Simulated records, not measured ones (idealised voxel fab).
process module | voxel plated lines
cross-section cut | 240 nm wide | cells 5 nm
A cross-section is a grid of square cells, given in bands from the top down. A band is one or more rows of cells.
Each band's line starts with the height of the band's top and of its bottom, in nm. Then come its materials from left to right, each with its width in nm. One material with "throughout" fills the band from edge to edge. "air" is empty space.
Height 0 is the level under which the wafer as received is all one material. The lowest band goes on downwards, as in "0 down".
A width such as "30 to 40" changes by the same amount from each row of cells to the next, from the band's top row to its bottom row.
"no change" after a step means that no cell of the cross-section changed.
closed voids: empty space of 8 cells or more with no open way to the top, each as width x height at its distance from the left edge, in nm
after a step's settings: what the simulator itself notes on the step
overlay nm, on a step with a mask: how far to the right of its planned place the mask lay; to the left if negative
plan
1 op RECEIVE | material Si
2 op CONFORMAL_DEP | material Al2O3 | thk nm 5
3 op DIRECTIONAL_DEP | material TiN | thk nm 5
4 op PATTERN | tone open | mask id LINES | material resist | width nm 20 | pitch nm 50 | thk nm 40 | overlay nm 0
5 op EPI | material Ru | thk nm 10
6 op EPI | material Ru | thk nm 10
7 op EPI | material Ru | thk nm 5
8 op STRIP | etch materials resist
9 op DIRECTIONAL_ETCH | etch materials TiN | depth nm 5
10 op CONFORMAL_DEP | material SiO2 | thk nm 10
as received, after step 1
  0 down: Si throughout
  closed voids: none
a wafer at the end: this start, this plan, one mistake
  55 to 45: air 25 | SiO2 40 | air 10 | SiO2 40 | air 10 | SiO2 40 | air 10 | SiO2 40 | air 25
  45 to 15: air 25 | SiO2 10 | Ru 20 | SiO2 10 | air 10 | SiO2 10 | Ru 20 | SiO2 10 | air 10 | SiO2 10 | Ru 20 | SiO2 10 | air 10 | SiO2 10 | Ru 20 | SiO2 10 | air 25
  15 to 10: SiO2 35 | Ru 20 | SiO2 30 | Ru 20 | SiO2 30 | Ru 20 | SiO2 30 | Ru 20 | SiO2 35
  10 to 5: SiO2 35 | TiN 20 | SiO2 30 | TiN 20 | SiO2 30 | TiN 20 | SiO2 30 | TiN 20 | SiO2 35
  5 to 0: Al2O3 throughout
  0 down: Si throughout
  closed voids: none
what went wrong: one of the steps 5 and 6, which are alike, was run twice
